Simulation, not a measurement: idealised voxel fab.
The process module presented herein is designated voxel air gaps.
Section cut is 300 nm wide and gridded with 5 nm square cells.
How to read a cross-section here: the picture is a grid of square cells, written as bands going from the top down, and any band can span one or more rows of cells.
Each band's line starts with the height of the band's top and of its bottom, in nm. Then come its materials from left to right, each with its width in nm. One material with "edge to edge" fills the band from edge to edge. "air" is empty space.
A quick word on heights: they are counted from 0, and under that level the wafer as it came to us is one material throughout. The lowest band is different from the rest in having no bottom; it simply continues downward, written as in "0 nm and below".
A width given as "30 to 40" starts at the first number in the band's top row and ends at the second number in its bottom row, shifting by an equal amount at every step from row to row.
Key: "remained unchanged" - step with no changed cell in the cross-section.
The entry "Fully sealed voids" lists the empty spaces that cover at least 8 cells and have no open path to the top. Each is written as width x height at distance, where the distance is measured from the left edge and all three values are in nm.
Past the settings on a step's line: simulator remark, on that step.
The "overlay nm" setting may appear on a step's line; for a step that uses a mask, it gives how far to the right of its planned position the mask lay, and a negative value indicates the left.
Listed below are the process steps as planned:
1,RECEIVE: material Si
2,CONFORMAL_DEP: material SiO2, thk nm 10
3,CONFORMAL_DEP: material SiCN, thk nm 5
4,DIRECTIONAL_DEP: material SiO2, thk nm 40
5,MASKED_ETCH: tone open, mask id LINES, width nm 25, pitch nm 50, etch materials SiO2, depth nm 40, overlay nm 0
6,CONFORMAL_DEP: material TiN, thk nm 5
7,FILL_DEP: material Ru, thk nm 10
8,CMP: height nm 55
9,EPI: material Ru, thk nm 10
10,SELECTIVE_ETCH: etch materials SiO2, depth nm 50
11,CONFORMAL_DEP: material SiCN, thk nm 5
First wafer out of two, processed as planned:
Cross-section, incoming material, after step 1:
* 0 nm and below  Si edge to edge
* Fully sealed voids: none
Cross-section: wafer state after step 2:
* 10 nm to 0 nm  SiO2 edge to edge
* All layers under 0 are left as they were.
Cross-section: wafer state after step 3:
* 15 nm to 10 nm  SiCN edge to edge
* All layers under 10 are left as they were.
Cross-section: wafer state after step 4:
* 55 nm to 15 nm  SiO2 edge to edge
* All layers under 15 are left as they were.
Cross-section: wafer state after step 5:
* 55 nm to 15 nm  SiO2 85 nm | air 25 nm | SiO2 25 nm | air 25 nm | SiO2 25 nm | air 25 nm | SiO2 90 nm
* All layers under 15 are left as they were.
Cross-section: wafer state after step 6:
* 60 nm to 55 nm  TiN 90 nm | air 15 nm | TiN 35 nm | air 15 nm | TiN 35 nm | air 15 nm | TiN 95 nm
* 55 nm to 20 nm  SiO2 85 nm | TiN 5 nm | air 15 nm | TiN 5 nm | SiO2 25 nm | TiN 5 nm | air 15 nm | TiN 5 nm | SiO2 25 nm | TiN 5 nm | air 15 nm | TiN 5 nm | SiO2 90 nm
* 20 nm to 15 nm  SiO2 85 nm | TiN 25 nm | SiO2 25 nm | TiN 25 nm | SiO2 25 nm | TiN 25 nm | SiO2 90 nm
* All layers under 15 are left as they were.
Cross-section: wafer state after step 7:
* 70 nm to 60 nm  Ru edge to edge
* 60 nm to 55 nm  TiN 90 nm | Ru 15 nm | TiN 35 nm | Ru 15 nm | TiN 35 nm | Ru 15 nm | TiN 95 nm
* 55 nm to 20 nm  SiO2 85 nm | TiN 5 nm | Ru 15 nm | TiN 5 nm | SiO2 25 nm | TiN 5 nm | Ru 15 nm | TiN 5 nm | SiO2 25 nm | TiN 5 nm | Ru 15 nm | TiN 5 nm | SiO2 90 nm
* All layers under 20 are left as they were.
Cross-section: wafer state after step 8:
* 55 nm to 20 nm  SiO2 85 nm | TiN 5 nm | Ru 15 nm | TiN 5 nm | SiO2 25 nm | TiN 5 nm | Ru 15 nm | TiN 5 nm | SiO2 25 nm | TiN 5 nm | Ru 15 nm | TiN 5 nm | SiO2 90 nm
* All layers under 20 are left as they were.
Cross-section: wafer state after step 9:
* 65 nm to 55 nm  air 75 nm | Ru 45 nm | air 5 nm | Ru 45 nm | air 5 nm | Ru 45 nm | air 80 nm
* All layers under 55 are left as they were.
Cross-section: wafer state after step 10:
* 65 nm to 55 nm  air 75 nm | Ru 45 nm | air 5 nm | Ru 45 nm | air 5 nm | Ru 45 nm | air 80 nm
* 55 nm to 20 nm  air 85 nm | TiN 5 nm | Ru 15 nm | TiN 5 nm | air 25 nm | TiN 5 nm | Ru 15 nm | TiN 5 nm | air 25 nm | TiN 5 nm | Ru 15 nm | TiN 5 nm | air 90 nm
* 20 nm to 15 nm  air 85 nm | TiN 25 nm | air 25 nm | TiN 25 nm | air 25 nm | TiN 25 nm | air 90 nm
* All layers under 15 are left as they were.
Cross-section: wafer state after step 11:
* 70 nm to 65 nm  air 70 nm | SiCN 155 nm | air 75 nm
* 65 nm to 55 nm  air 70 nm | SiCN 5 nm | Ru 45 nm | SiCN 5 nm | Ru 45 nm | SiCN 5 nm | Ru 45 nm | SiCN 5 nm | air 75 nm
* 55 nm to 50 nm  air 70 nm | SiCN 15 nm | TiN 5 nm | Ru 15 nm | TiN 5 nm | SiCN 25 nm | TiN 5 nm | Ru 15 nm | TiN 5 nm | SiCN 25 nm | TiN 5 nm | Ru 15 nm | TiN 5 nm | SiCN 15 nm | air 75 nm
* 50 nm to 20 nm  air 80 nm | SiCN 5 nm | TiN 5 nm | Ru 15 nm | TiN 5 nm | SiCN 5 nm | air 15 nm | SiCN 5 nm | TiN 5 nm | Ru 15 nm | TiN 5 nm | SiCN 5 nm | air 15 nm | SiCN 5 nm | TiN 5 nm | Ru 15 nm | TiN 5 nm | SiCN 5 nm | air 85 nm
* 20 nm to 15 nm  SiCN 85 nm | TiN 25 nm | SiCN 25 nm | TiN 25 nm | SiCN 25 nm | TiN 25 nm | SiCN 90 nm
* All layers under 15 are left as they were.
* Fully sealed voids: 15 x 30 at 115; 15 x 30 at 165
The remaining wafer, second of the two, started like the first and was run to the same plan, except that one mistake was made along the way; the two coincide through step 4, inclusive:
Second wafer shown in cross-section at the time step 5 was slated to end:
* 55 nm to 15 nm  air 85 nm | SiO2 25 nm | air 25 nm | SiO2 25 nm | air 25 nm | SiO2 25 nm | air 90 nm
* All layers under 15 are left as they were.
Second wafer shown in cross-section at the time step 6 was slated to end:
* 60 nm to 55 nm  air 80 nm | TiN 35 nm | air 15 nm | TiN 35 nm | air 15 nm | TiN 35 nm | air 85 nm
* 55 nm to 20 nm  air 80 nm | TiN 5 nm | SiO2 25 nm | TiN 5 nm | air 15 nm | TiN 5 nm | SiO2 25 nm | TiN 5 nm | air 15 nm | TiN 5 nm | SiO2 25 nm | TiN 5 nm | air 85 nm
* 20 nm to 15 nm  TiN 85 nm | SiO2 25 nm | TiN 25 nm | SiO2 25 nm | TiN 25 nm | SiO2 25 nm | TiN 90 nm
* All layers under 15 are left as they were.
Second wafer shown in cross-section at the time step 7 was slated to end:
* 70 nm to 60 nm  Ru edge to edge
* 60 nm to 55 nm  Ru 80 nm | TiN 35 nm | Ru 15 nm | TiN 35 nm | Ru 15 nm | TiN 35 nm | Ru 85 nm
* 55 nm to 20 nm  Ru 80 nm | TiN 5 nm | SiO2 25 nm | TiN 5 nm | Ru 15 nm | TiN 5 nm | SiO2 25 nm | TiN 5 nm | Ru 15 nm | TiN 5 nm | SiO2 25 nm | TiN 5 nm | Ru 85 nm
* All layers under 20 are left as they were.
Second wafer shown in cross-section at the time step 8 was slated to end:
* 55 nm to 20 nm  Ru 80 nm | TiN 5 nm | SiO2 25 nm | TiN 5 nm | Ru 15 nm | TiN 5 nm | SiO2 25 nm | TiN 5 nm | Ru 15 nm | TiN 5 nm | SiO2 25 nm | TiN 5 nm | Ru 85 nm
* All layers under 20 are left as they were.
Second wafer shown in cross-section at the time step 9 was slated to end:
* 65 nm to 55 nm  Ru 95 nm | air 5 nm | Ru 45 nm | air 5 nm | Ru 45 nm | air 5 nm | Ru 100 nm
* All layers under 55 are left as they were.
Second wafer shown in cross-section at the time step 10 was slated to end:
* 65 nm to 55 nm  Ru 95 nm | air 5 nm | Ru 45 nm | air 5 nm | Ru 45 nm | air 5 nm | Ru 100 nm
* 55 nm to 20 nm  Ru 80 nm | TiN 5 nm | air 25 nm | TiN 5 nm | Ru 15 nm | TiN 5 nm | air 25 nm | TiN 5 nm | Ru 15 nm | TiN 5 nm | air 25 nm | TiN 5 nm | Ru 85 nm
* 20 nm to 15 nm  TiN 85 nm | air 25 nm | TiN 25 nm | air 25 nm | TiN 25 nm | air 25 nm | TiN 90 nm
* All layers under 15 are left as they were.
Second wafer shown in cross-section at the time step 11 was slated to end:
* 70 nm to 65 nm  SiCN edge to edge
* 65 nm to 55 nm  Ru 95 nm | SiCN 5 nm | Ru 45 nm | SiCN 5 nm | Ru 45 nm | SiCN 5 nm | Ru 100 nm
* 55 nm to 50 nm  Ru 80 nm | TiN 5 nm | SiCN 25 nm | TiN 5 nm | Ru 15 nm | TiN 5 nm | SiCN 25 nm | TiN 5 nm | Ru 15 nm | TiN 5 nm | SiCN 25 nm | TiN 5 nm | Ru 85 nm
* 50 nm to 20 nm  Ru 80 nm | TiN 5 nm | SiCN 5 nm | air 15 nm | SiCN 5 nm | TiN 5 nm | Ru 15 nm | TiN 5 nm | SiCN 5 nm | air 15 nm | SiCN 5 nm | TiN 5 nm | Ru 15 nm | TiN 5 nm | SiCN 5 nm | air 15 nm | SiCN 5 nm | TiN 5 nm | Ru 85 nm
* 20 nm to 15 nm  TiN 85 nm | SiCN 25 nm | TiN 25 nm | SiCN 25 nm | TiN 25 nm | SiCN 25 nm | TiN 90 nm
* All layers under 15 are left as they were.
* Fully sealed voids: 15 x 30 at 90; 15 x 30 at 140; 15 x 30 at 190
So what did we get wrong on this run? contrary to plan, step 5 was performed as MASKED_ETCH: tone cover, mask id LINES, width nm 25, pitch nm 50, etch materials SiO2, depth nm 40, overlay nm 0
The closing comparison, in cells, has the second wafer with more or fewer of some materials than the first: 270 more of Ru; 4 fewer of SiCN; 30 more of TiN
Quick summary for you: first wafer finishes at 2 closed voids, second at 3.
